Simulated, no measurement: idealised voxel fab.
Process module heading - voxel wiring stack
The cross-section shown here is cut; it is 160 nm wide and divided into square cells measuring 5 nm on a side.
Each cross-section below is a grid of square cells, stated as bands in top-down order, with one or more rows of cells making up each band.
It is stipulated that each band's entry specify, in nanometres, the height of the top of the band and then that of its bottom, followed by the materials of the band in left-to-right sequence, each together with its width in nanometres. A single material marked by the word "everywhere" is understood to fill the band from edge to edge; the word "empty" is understood to denote empty space.
Where do heights start? At 0: under that level the wafer as delivered is made of one material only. And the lowest band has no floor; it just carries on downward, as in "0 nm and below".
Width spec "30->40" -> top row of cells at first value, bottom row at second value, equal per-row change in between.
It should be understood that the words "remained unchanged", when stated for a given step, signify that the cross-section underwent no change in any of its cells during that step.
What "Fully sealed voids" gives you is every empty space of 8 cells or more that is cut off from the top. Each appears as width x height at distance, with the distance taken from the left edge and width, height and distance all in nm.
The remark found on a step's line after its settings is issued by the simulator itself and pertains to that step.
"overlay nm" answers the question of how far to the right of plan the mask lay on a step that has a mask, and when it is negative the answer is to the left.
# Planned process steps
step 1: RECEIVE | material Si
step 2: CONFORMAL_DEP | material SiO2 | thk nm 15
step 3: DIRECTIONAL_DEP | material TiN | thk nm 5
step 4: DIRECTIONAL_DEP | material Ru | thk nm 20
step 5: DIRECTIONAL_DEP | material aC | thk nm 15
step 6: PATTERN | tone cover | mask id METAL_1 | material resist | width nm 20 | pitch nm 35 | thk nm 35 | overlay nm 0
step 7: DIRECTIONAL_ETCH | etch materials aC | depth nm 15
step 8: STRIP | etch materials resist
step 9: DIRECTIONAL_ETCH | etch materials Ru | depth nm 20
step 10: DIRECTIONAL_ETCH | etch materials TiN | depth nm 5
step 11: STRIP | etch materials aC
step 12: CONFORMAL_DEP | material SiCN | thk nm 5
step 13: FILL_DEP | material SiO2 | thk nm 10
step 14: CMP | height nm 40
step 15: CONFORMAL_DEP | material SiCN | thk nm 5
step 16: DIRECTIONAL_DEP | material lowk | thk nm 30
step 17: MASKED_ETCH | tone open | mask id METAL_2 | width nm 20 | pitch nm 35 | etch materials lowk | depth nm 20 | overlay nm 0
step 18: DIRECTIONAL_DEP | material aC | thk nm 10
step 19: PATTERN | tone open | mask id METAL_2_HOLES | material resist | width nm 15 | pitch nm 70 | thk nm 30 | overlay nm 0
step 20: DIRECTIONAL_ETCH | etch materials aC | depth nm 10
step 21: STRIP | etch materials resist
step 22: DIRECTIONAL_ETCH | etch materials lowk | depth nm 10
step 23: DIRECTIONAL_ETCH | etch materials SiCN | depth nm 5
step 24: STRIP | etch materials aC
step 25: CONFORMAL_DEP | material TiN | thk nm 5
step 26: FILL_DEP | material Cu | thk nm 10
step 27: CMP | height nm 75
step 28: CONFORMAL_DEP | material SiN | thk nm 5
# Wafer, first of two, run as planned
# Received-state cross-section, reflecting completion of step 1
    0 nm and below | Si everywhere
    Fully sealed voids: none
# Cross-section of the wafer after step 2
    15 nm to 0 nm | SiO2 everywhere
    Rest of section, below 0: as before.
# Cross-section of the wafer after step 3
    20 nm to 15 nm | TiN everywhere
    Rest of section, below 15: as before.
# Cross-section of the wafer after step 4
    40 nm to 20 nm | Ru everywhere
    Rest of section, below 20: as before.
# Cross-section of the wafer after step 5
    55 nm to 40 nm | aC everywhere
    Rest of section, below 40: as before.
# Cross-section of the wafer after step 6
    90 nm to 55 nm | 15 of empty  20 of resist  15 of empty  20 of resist  15 of empty  20 of resist  15 of empty  20 of resist  20 of empty
    Rest of section, below 55: as before.
# Cross-section of the wafer after step 7
    75 nm to 55 nm | 15 of empty  20 of resist  15 of empty  20 of resist  15 of empty  20 of resist  15 of empty  20 of resist  20 of empty
    55 nm to 40 nm | 15 of empty  20 of aC  15 of empty  20 of aC  15 of empty  20 of aC  15 of empty  20 of aC  20 of empty
    Rest of section, below 40: as before.
# Cross-section of the wafer after step 8
    55 nm to 40 nm | 15 of empty  20 of aC  15 of empty  20 of aC  15 of empty  20 of aC  15 of empty  20 of aC  20 of empty
    Rest of section, below 40: as before.
# Cross-section of the wafer after step 9
    55 nm to 40 nm | 15 of empty  20 of aC  15 of empty  20 of aC  15 of empty  20 of aC  15 of empty  20 of aC  20 of empty
    40 nm to 20 nm | 15 of empty  20 of Ru  15 of empty  20 of Ru  15 of empty  20 of Ru  15 of empty  20 of Ru  20 of empty
    Rest of section, below 20: as before.
# Cross-section of the wafer after step 10
    55 nm to 40 nm | 15 of empty  20 of aC  15 of empty  20 of aC  15 of empty  20 of aC  15 of empty  20 of aC  20 of empty
    40 nm to 20 nm | 15 of empty  20 of Ru  15 of empty  20 of Ru  15 of empty  20 of Ru  15 of empty  20 of Ru  20 of empty
    20 nm to 15 nm | 15 of empty  20 of TiN  15 of empty  20 of TiN  15 of empty  20 of TiN  15 of empty  20 of TiN  20 of empty
    Rest of section, below 15: as before.
# Cross-section of the wafer after step 11
    40 nm to 20 nm | 15 of empty  20 of Ru  15 of empty  20 of Ru  15 of empty  20 of Ru  15 of empty  20 of Ru  20 of empty
    Rest of section, below 20: as before.
# Cross-section of the wafer after step 12
    45 nm to 40 nm | 10 of empty  30 of SiCN  5 of empty  30 of SiCN  5 of empty  30 of SiCN  5 of empty  30 of SiCN  15 of empty
    40 nm to 20 nm | 10 of empty  5 of SiCN  20 of Ru  5 of SiCN  5 of empty  5 of SiCN  20 of Ru  5 of SiCN  5 of empty  5 of SiCN  20 of Ru  5 of SiCN  5 of empty  5 of SiCN  20 of Ru  5 of SiCN  15 of empty
    20 nm to 15 nm | 15 of SiCN  20 of TiN  15 of SiCN  20 of TiN  15 of SiCN  20 of TiN  15 of SiCN  20 of TiN  20 of SiCN
    Rest of section, below 15: as before.
# Cross-section of the wafer after step 13
    55 nm to 45 nm | SiO2 everywhere
    45 nm to 40 nm | 10 of SiO2  30 of SiCN  5 of SiO2  30 of SiCN  5 of SiO2  30 of SiCN  5 of SiO2  30 of SiCN  15 of SiO2
    40 nm to 20 nm | 10 of SiO2  5 of SiCN  20 of Ru  5 of SiCN  5 of SiO2  5 of SiCN  20 of Ru  5 of SiCN  5 of SiO2  5 of SiCN  20 of Ru  5 of SiCN  5 of SiO2  5 of SiCN  20 of Ru  5 of SiCN  15 of SiO2
    Rest of section, below 20: as before.
# Cross-section of the wafer after step 14
    40 nm to 20 nm | 10 of SiO2  5 of SiCN  20 of Ru  5 of SiCN  5 of SiO2  5 of SiCN  20 of Ru  5 of SiCN  5 of SiO2  5 of SiCN  20 of Ru  5 of SiCN  5 of SiO2  5 of SiCN  20 of Ru  5 of SiCN  15 of SiO2
    Rest of section, below 20: as before.
# Cross-section of the wafer after step 15
    45 nm to 40 nm | SiCN everywhere
    Rest of section, below 40: as before.
# Cross-section of the wafer after step 16
    75 nm to 45 nm | lowk everywhere
    Rest of section, below 45: as before.
# Cross-section of the wafer after step 17
    75 nm to 55 nm | 15 of lowk  20 of empty  15 of lowk  20 of empty  15 of lowk  20 of empty  15 of lowk  20 of empty  20 of lowk
    Rest of section, below 55: as before.
# Cross-section of the wafer after step 18
    85 nm to 75 nm | 15 of aC  20 of empty  15 of aC  20 of empty  15 of aC  20 of empty  15 of aC  20 of empty  20 of aC
    75 nm to 65 nm | 15 of lowk  20 of empty  15 of lowk  20 of empty  15 of lowk  20 of empty  15 of lowk  20 of empty  20 of lowk
    65 nm to 55 nm | 15 of lowk  20 of aC  15 of lowk  20 of aC  15 of lowk  20 of aC  15 of lowk  20 of aC  20 of lowk
    Rest of section, below 55: as before.
# Cross-section of the wafer after step 19
    115 nm to 85 nm | 15 of resist  15 of empty  55 of resist  15 of empty  60 of resist
    85 nm to 75 nm | 15 of aC  15 of empty  5 of resist  15 of aC  20 of resist  15 of aC  15 of empty  5 of resist  15 of aC  20 of resist  20 of aC
    75 nm to 65 nm | 15 of lowk  15 of empty  5 of resist  15 of lowk  20 of resist  15 of lowk  15 of empty  5 of resist  15 of lowk  20 of resist  20 of lowk
    Rest of section, below 65: as before.
# Cross-section of the wafer after step 20
    105 nm to 85 nm | 15 of resist  15 of empty  55 of resist  15 of empty  60 of resist
    85 nm to 75 nm | 15 of aC  15 of empty  5 of resist  15 of aC  20 of resist  15 of aC  15 of empty  5 of resist  15 of aC  20 of resist  20 of aC
    75 nm to 65 nm | 15 of lowk  15 of empty  5 of resist  15 of lowk  20 of resist  15 of lowk  15 of empty  5 of resist  15 of lowk  20 of resist  20 of lowk
    65 nm to 55 nm | 15 of lowk  15 of empty  5 of aC  15 of lowk  20 of aC  15 of lowk  15 of empty  5 of aC  15 of lowk  20 of aC  20 of lowk
    Rest of section, below 55: as before.
# Cross-section of the wafer after step 21
    85 nm to 75 nm | 15 of aC  20 of empty  15 of aC  20 of empty  15 of aC  20 of empty  15 of aC  20 of empty  20 of aC
    75 nm to 65 nm | 15 of lowk  20 of empty  15 of lowk  20 of empty  15 of lowk  20 of empty  15 of lowk  20 of empty  20 of lowk
    Rest of section, below 65: as before.
# Cross-section of the wafer after step 22
    85 nm to 75 nm | 15 of aC  20 of empty  15 of aC  20 of empty  15 of aC  20 of empty  15 of aC  20 of empty  20 of aC
    75 nm to 65 nm | 15 of lowk  20 of empty  15 of lowk  20 of empty  15 of lowk  20 of empty  15 of lowk  20 of empty  20 of lowk
    65 nm to 55 nm | 15 of lowk  15 of empty  5 of aC  15 of lowk  20 of aC  15 of lowk  15 of empty  5 of aC  15 of lowk  20 of aC  20 of lowk
    55 nm to 45 nm | 15 of lowk  15 of empty  55 of lowk  15 of empty  60 of lowk
    Rest of section, below 45: as before.
# Cross-section of the wafer after step 23
    85 nm to 75 nm | 15 of aC  20 of empty  15 of aC  20 of empty  15 of aC  20 of empty  15 of aC  20 of empty  20 of aC
    75 nm to 65 nm | 15 of lowk  20 of empty  15 of lowk  20 of empty  15 of lowk  20 of empty  15 of lowk  20 of empty  20 of lowk
    65 nm to 55 nm | 15 of lowk  15 of empty  5 of aC  15 of lowk  20 of aC  15 of lowk  15 of empty  5 of aC  15 of lowk  20 of aC  20 of lowk
    55 nm to 45 nm | 15 of lowk  15 of empty  55 of lowk  15 of empty  60 of lowk
    45 nm to 40 nm | 15 of SiCN  15 of empty  55 of SiCN  15 of empty  60 of SiCN
    Rest of section, below 40: as before.
# Cross-section of the wafer after step 24
    75 nm to 55 nm | 15 of lowk  20 of empty  15 of lowk  20 of empty  15 of lowk  20 of empty  15 of lowk  20 of empty  20 of lowk
    Rest of section, below 55: as before.
# Cross-section of the wafer after step 25
    80 nm to 75 nm | 20 of TiN  10 of empty  25 of TiN  10 of empty  25 of TiN  10 of empty  25 of TiN  10 of empty  25 of TiN
    75 nm to 60 nm | 15 of lowk  5 of TiN  10 of empty  5 of TiN  15 of lowk  5 of TiN  10 of empty  5 of TiN  15 of lowk  5 of TiN  10 of empty  5 of TiN  15 of lowk  5 of TiN  10 of empty  5 of TiN  20 of lowk
    60 nm to 55 nm | 15 of lowk  5 of TiN  5 of empty  10 of TiN  15 of lowk  20 of TiN  15 of lowk  5 of TiN  5 of empty  10 of TiN  15 of lowk  20 of TiN  20 of lowk
    55 nm to 45 nm | 15 of lowk  5 of TiN  5 of empty  5 of TiN  55 of lowk  5 of TiN  5 of empty  5 of TiN  60 of lowk
    45 nm to 40 nm | 15 of SiCN  15 of TiN  55 of SiCN  15 of TiN  60 of SiCN
    Rest of section, below 40: as before.
# Cross-section of the wafer after step 26
    90 nm to 80 nm | Cu everywhere
    80 nm to 75 nm | 20 of TiN  10 of Cu  25 of TiN  10 of Cu  25 of TiN  10 of Cu  25 of TiN  10 of Cu  25 of TiN
    75 nm to 60 nm | 15 of lowk  5 of TiN  10 of Cu  5 of TiN  15 of lowk  5 of TiN  10 of Cu  5 of TiN  15 of lowk  5 of TiN  10 of Cu  5 of TiN  15 of lowk  5 of TiN  10 of Cu  5 of TiN  20 of lowk
    60 nm to 55 nm | 15 of lowk  5 of TiN  5 of Cu  10 of TiN  15 of lowk  20 of TiN  15 of lowk  5 of TiN  5 of Cu  10 of TiN  15 of lowk  20 of TiN  20 of lowk
    55 nm to 45 nm | 15 of lowk  5 of TiN  5 of Cu  5 of TiN  55 of lowk  5 of TiN  5 of Cu  5 of TiN  60 of lowk
    Rest of section, below 45: as before.
# Cross-section of the wafer after step 27
    75 nm to 60 nm | 15 of lowk  5 of TiN  10 of Cu  5 of TiN  15 of lowk  5 of TiN  10 of Cu  5 of TiN  15 of lowk  5 of TiN  10 of Cu  5 of TiN  15 of lowk  5 of TiN  10 of Cu  5 of TiN  20 of lowk
    Rest of section, below 60: as before.
# Cross-section of the wafer after step 28
    80 nm to 75 nm | SiN everywhere
    Rest of section, below 75: as before.
# The Second Wafer: Common Origin and Plan, One Mistake in Execution, Identical to the First Through Step 11
# Cross-section: second wafer, time at which step 12 was scheduled to end
    45 nm to 40 nm | 10 of empty  30 of TiN  5 of empty  30 of TiN  5 of empty  30 of TiN  5 of empty  30 of TiN  15 of empty
    40 nm to 20 nm | 10 of empty  5 of TiN  20 of Ru  5 of TiN  5 of empty  5 of TiN  20 of Ru  5 of TiN  5 of empty  5 of TiN  20 of Ru  5 of TiN  5 of empty  5 of TiN  20 of Ru  5 of TiN  15 of empty
    20 nm to 15 nm | TiN everywhere
    Rest of section, below 15: as before.
# Cross-section: second wafer, time at which step 13 was scheduled to end
    55 nm to 45 nm | SiO2 everywhere
    45 nm to 40 nm | 10 of SiO2  30 of TiN  5 of SiO2  30 of TiN  5 of SiO2  30 of TiN  5 of SiO2  30 of TiN  15 of SiO2
    40 nm to 20 nm | 10 of SiO2  5 of TiN  20 of Ru  5 of TiN  5 of SiO2  5 of TiN  20 of Ru  5 of TiN  5 of SiO2  5 of TiN  20 of Ru  5 of TiN  5 of SiO2  5 of TiN  20 of Ru  5 of TiN  15 of SiO2
    Rest of section, below 20: as before.
# Cross-section: second wafer, time at which step 14 was scheduled to end
    40 nm to 20 nm | 10 of SiO2  5 of TiN  20 of Ru  5 of TiN  5 of SiO2  5 of TiN  20 of Ru  5 of TiN  5 of SiO2  5 of TiN  20 of Ru  5 of TiN  5 of SiO2  5 of TiN  20 of Ru  5 of TiN  15 of SiO2
    Rest of section, below 20: as before.
# Cross-section: second wafer, time at which step 15 was scheduled to end
    45 nm to 40 nm | SiCN everywhere
    Rest of section, below 40: as before.
# Cross-section: second wafer, time at which step 16 was scheduled to end
    75 nm to 45 nm | lowk everywhere
    Rest of section, below 45: as before.
# Cross-section: second wafer, time at which step 17 was scheduled to end
    75 nm to 55 nm | 15 of lowk  20 of empty  15 of lowk  20 of empty  15 of lowk  20 of empty  15 of lowk  20 of empty  20 of lowk
    Rest of section, below 55: as before.
# Cross-section: second wafer, time at which step 18 was scheduled to end
    85 nm to 75 nm | 15 of aC  20 of empty  15 of aC  20 of empty  15 of aC  20 of empty  15 of aC  20 of empty  20 of aC
    75 nm to 65 nm | 15 of lowk  20 of empty  15 of lowk  20 of empty  15 of lowk  20 of empty  15 of lowk  20 of empty  20 of lowk
    65 nm to 55 nm | 15 of lowk  20 of aC  15 of lowk  20 of aC  15 of lowk  20 of aC  15 of lowk  20 of aC  20 of lowk
    Rest of section, below 55: as before.
# Cross-section: second wafer, time at which step 19 was scheduled to end
    115 nm to 85 nm | 15 of resist  15 of empty  55 of resist  15 of empty  60 of resist
    85 nm to 75 nm | 15 of aC  15 of empty  5 of resist  15 of aC  20 of resist  15 of aC  15 of empty  5 of resist  15 of aC  20 of resist  20 of aC
    75 nm to 65 nm | 15 of lowk  15 of empty  5 of resist  15 of lowk  20 of resist  15 of lowk  15 of empty  5 of resist  15 of lowk  20 of resist  20 of lowk
    Rest of section, below 65: as before.
# Cross-section: second wafer, time at which step 20 was scheduled to end
    105 nm to 85 nm | 15 of resist  15 of empty  55 of resist  15 of empty  60 of resist
    85 nm to 75 nm | 15 of aC  15 of empty  5 of resist  15 of aC  20 of resist  15 of aC  15 of empty  5 of resist  15 of aC  20 of resist  20 of aC
    75 nm to 65 nm | 15 of lowk  15 of empty  5 of resist  15 of lowk  20 of resist  15 of lowk  15 of empty  5 of resist  15 of lowk  20 of resist  20 of lowk
    65 nm to 55 nm | 15 of lowk  15 of empty  5 of aC  15 of lowk  20 of aC  15 of lowk  15 of empty  5 of aC  15 of lowk  20 of aC  20 of lowk
    Rest of section, below 55: as before.
# Cross-section: second wafer, time at which step 21 was scheduled to end
    85 nm to 75 nm | 15 of aC  20 of empty  15 of aC  20 of empty  15 of aC  20 of empty  15 of aC  20 of empty  20 of aC
    75 nm to 65 nm | 15 of lowk  20 of empty  15 of lowk  20 of empty  15 of lowk  20 of empty  15 of lowk  20 of empty  20 of lowk
    Rest of section, below 65: as before.
# Cross-section: second wafer, time at which step 22 was scheduled to end
    85 nm to 75 nm | 15 of aC  20 of empty  15 of aC  20 of empty  15 of aC  20 of empty  15 of aC  20 of empty  20 of aC
    75 nm to 65 nm | 15 of lowk  20 of empty  15 of lowk  20 of empty  15 of lowk  20 of empty  15 of lowk  20 of empty  20 of lowk
    65 nm to 55 nm | 15 of lowk  15 of empty  5 of aC  15 of lowk  20 of aC  15 of lowk  15 of empty  5 of aC  15 of lowk  20 of aC  20 of lowk
    55 nm to 45 nm | 15 of lowk  15 of empty  55 of lowk  15 of empty  60 of lowk
    Rest of section, below 45: as before.
# Cross-section: second wafer, time at which step 23 was scheduled to end
    85 nm to 75 nm | 15 of aC  20 of empty  15 of aC  20 of empty  15 of aC  20 of empty  15 of aC  20 of empty  20 of aC
    75 nm to 65 nm | 15 of lowk  20 of empty  15 of lowk  20 of empty  15 of lowk  20 of empty  15 of lowk  20 of empty  20 of lowk
    65 nm to 55 nm | 15 of lowk  15 of empty  5 of aC  15 of lowk  20 of aC  15 of lowk  15 of empty  5 of aC  15 of lowk  20 of aC  20 of lowk
    55 nm to 45 nm | 15 of lowk  15 of empty  55 of lowk  15 of empty  60 of lowk
    45 nm to 40 nm | 15 of SiCN  15 of empty  55 of SiCN  15 of empty  60 of SiCN
    Rest of section, below 40: as before.
# Cross-section: second wafer, time at which step 24 was scheduled to end
    75 nm to 55 nm | 15 of lowk  20 of empty  15 of lowk  20 of empty  15 of lowk  20 of empty  15 of lowk  20 of empty  20 of lowk
    Rest of section, below 55: as before.
# Cross-section: second wafer, time at which step 25 was scheduled to end
    80 nm to 75 nm | 20 of TiN  10 of empty  25 of TiN  10 of empty  25 of TiN  10 of empty  25 of TiN  10 of empty  25 of TiN
    75 nm to 60 nm | 15 of lowk  5 of TiN  10 of empty  5 of TiN  15 of lowk  5 of TiN  10 of empty  5 of TiN  15 of lowk  5 of TiN  10 of empty  5 of TiN  15 of lowk  5 of TiN  10 of empty  5 of TiN  20 of lowk
    60 nm to 55 nm | 15 of lowk  5 of TiN  5 of empty  10 of TiN  15 of lowk  20 of TiN  15 of lowk  5 of TiN  5 of empty  10 of TiN  15 of lowk  20 of TiN  20 of lowk
    55 nm to 45 nm | 15 of lowk  5 of TiN  5 of empty  5 of TiN  55 of lowk  5 of TiN  5 of empty  5 of TiN  60 of lowk
    45 nm to 40 nm | 15 of SiCN  15 of TiN  55 of SiCN  15 of TiN  60 of SiCN
    Rest of section, below 40: as before.
# Cross-section: second wafer, time at which step 26 was scheduled to end
    90 nm to 80 nm | Cu everywhere
    80 nm to 75 nm | 20 of TiN  10 of Cu  25 of TiN  10 of Cu  25 of TiN  10 of Cu  25 of TiN  10 of Cu  25 of TiN
    75 nm to 60 nm | 15 of lowk  5 of TiN  10 of Cu  5 of TiN  15 of lowk  5 of TiN  10 of Cu  5 of TiN  15 of lowk  5 of TiN  10 of Cu  5 of TiN  15 of lowk  5 of TiN  10 of Cu  5 of TiN  20 of lowk
    60 nm to 55 nm | 15 of lowk  5 of TiN  5 of Cu  10 of TiN  15 of lowk  20 of TiN  15 of lowk  5 of TiN  5 of Cu  10 of TiN  15 of lowk  20 of TiN  20 of lowk
    55 nm to 45 nm | 15 of lowk  5 of TiN  5 of Cu  5 of TiN  55 of lowk  5 of TiN  5 of Cu  5 of TiN  60 of lowk
    Rest of section, below 45: as before.
# Cross-section: second wafer, time at which step 27 was scheduled to end
    75 nm to 60 nm | 15 of lowk  5 of TiN  10 of Cu  5 of TiN  15 of lowk  5 of TiN  10 of Cu  5 of TiN  15 of lowk  5 of TiN  10 of Cu  5 of TiN  15 of lowk  5 of TiN  10 of Cu  5 of TiN  20 of lowk
    Rest of section, below 60: as before.
# Cross-section: second wafer, time at which step 28 was scheduled to end
    80 nm to 75 nm | SiN everywhere
    Rest of section, below 75: as before.
It is concluded that the wafer was processed incorrectly with respect to the plan, in that step 12 went in with a setting other than planned; the actual run was CONFORMAL_DEP | material TiN | thk nm 5
Per the end-of-run cell counts, the second wafer holds more or fewer of some materials than the first: -48 SiCN | +48 TiN
